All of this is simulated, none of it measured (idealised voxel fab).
Process module name: voxel trench capacitor
It is cross-section cut that appears here, measuring 275 nm in width, its square cells being 5 nm in size.
Cross-sections here: square-cell grids, written as top-down lists of bands, a band being one or more rows of cells. Look at the band entry: it leads with the top's height and the bottom's height in nm. Then it lists the materials left to right, with a width in nm for each. The word "throughout" on a single material says that material fills the band edge to edge. The word "air" is empty space. Heights are measured from 0, the level below which the as-received wafer is all one material; the lowest band has no bottom and continues downward, written as in "0 down". The expression "30..40" gives the width at the extremes of the band, the first number at its top row of cells and the second at its bottom row, with the width changing by equal amounts from each row to the next in between. Any step labelled "remained unchanged" changed none of the cells in the cross-section. Closed empty spaces (no open way to the top) of 8 cells or more are what "Closed voids list" lists, each as width x height at distance from the left edge, nm for all three. On each step's line, the part that comes after the settings is the simulator's own comment on the step. The "overlay nm" setting may appear on a step's line; for a step that uses a mask, it gives how far to the right of its planned position the mask lay, and a negative value indicates the left.
Here's what the planned process steps look like
| 1 | op RECEIVE | material Si |
| 2 | op CONFORMAL_DEP | material SiN | thk nm 5 |
| 3 | op PATTERN | tone open | mask id TRENCH | material resist | width nm 30 | pitch nm 50 | thk nm 15 | overlay nm 0 |
| 4 | op DIRECTIONAL_ETCH | etch materials SiN | depth nm 5 |
| 5 | op DIRECTIONAL_ETCH | etch materials Si | depth nm 25 |
| 6 | op STRIP | etch materials resist |
| 7 | op CONFORMAL_DEP | material HfO2 | thk nm 5 |
| 8 | op CONFORMAL_DEP | material TiN | thk nm 5 |
| 9 | op FILL_DEP | material W | thk nm 10 |
| 10 | op CMP | height nm 5 |
Cross-section of the wafer at receipt, which is the condition after step 1
> 0 down | Si throughout
> Closed voids list: none
First of two wafers, end-of-module section, run followed plan
> 5 to 0 | SiN 95 nm, then HfO2 5 nm, then TiN 5 nm, then W 10 nm, then TiN 5 nm, then HfO2 5 nm, then SiN 20 nm, then HfO2 5 nm, then TiN 5 nm, then W 10 nm, then TiN 5 nm, then HfO2 5 nm, then SiN 100 nm
> 0 to -15 | Si 95 nm, then HfO2 5 nm, then TiN 5 nm, then W 10 nm, then TiN 5 nm, then HfO2 5 nm, then Si 20 nm, then HfO2 5 nm, then TiN 5 nm, then W 10 nm, then TiN 5 nm, then HfO2 5 nm, then Si 100 nm
> -15 to -20 | Si 95 nm, then HfO2 5 nm, then TiN 20 nm, then HfO2 5 nm, then Si 20 nm, then HfO2 5 nm, then TiN 20 nm, then HfO2 5 nm, then Si 100 nm
> -20 to -25 | Si 95 nm, then HfO2 30 nm, then Si 20 nm, then HfO2 30 nm, then Si 100 nm
> -25 down | Si throughout
> Closed voids list: none
Now the second wafer, cross-sectioned at the end of the module. Nothing different at the start, nothing different in the plan compared with the first, just one mistake when it was actually run
> 5 to 0 | SiN 100 nm, then HfO2 5 nm, then TiN 10 nm, then HfO2 5 nm, then SiN 30 nm, then HfO2 5 nm, then TiN 10 nm, then HfO2 5 nm, then SiN 105 nm
> 0 to -20 | Si 100 nm, then HfO2 5 nm, then TiN 10 nm, then HfO2 5 nm, then Si 30 nm, then HfO2 5 nm, then TiN 10 nm, then HfO2 5 nm, then Si 105 nm
> -20 to -25 | Si 100 nm, then HfO2 20 nm, then Si 30 nm, then HfO2 20 nm, then Si 105 nm
> -25 down | Si throughout
> Closed voids list: none
Nonconformance to the process plan: so step 3 ended up running with a different setting than we planned, it ran as op PATTERN | tone open | mask id TRENCH | material resist | width nm 20 | pitch nm 50 | thk nm 15 | overlay nm 0
Final wafer comparison in cells, second versus first, more or fewer per material: HfO2: 4 fewer; Si: 20 more; SiN: 4 more; TiN: 4 fewer; W: 16 fewer
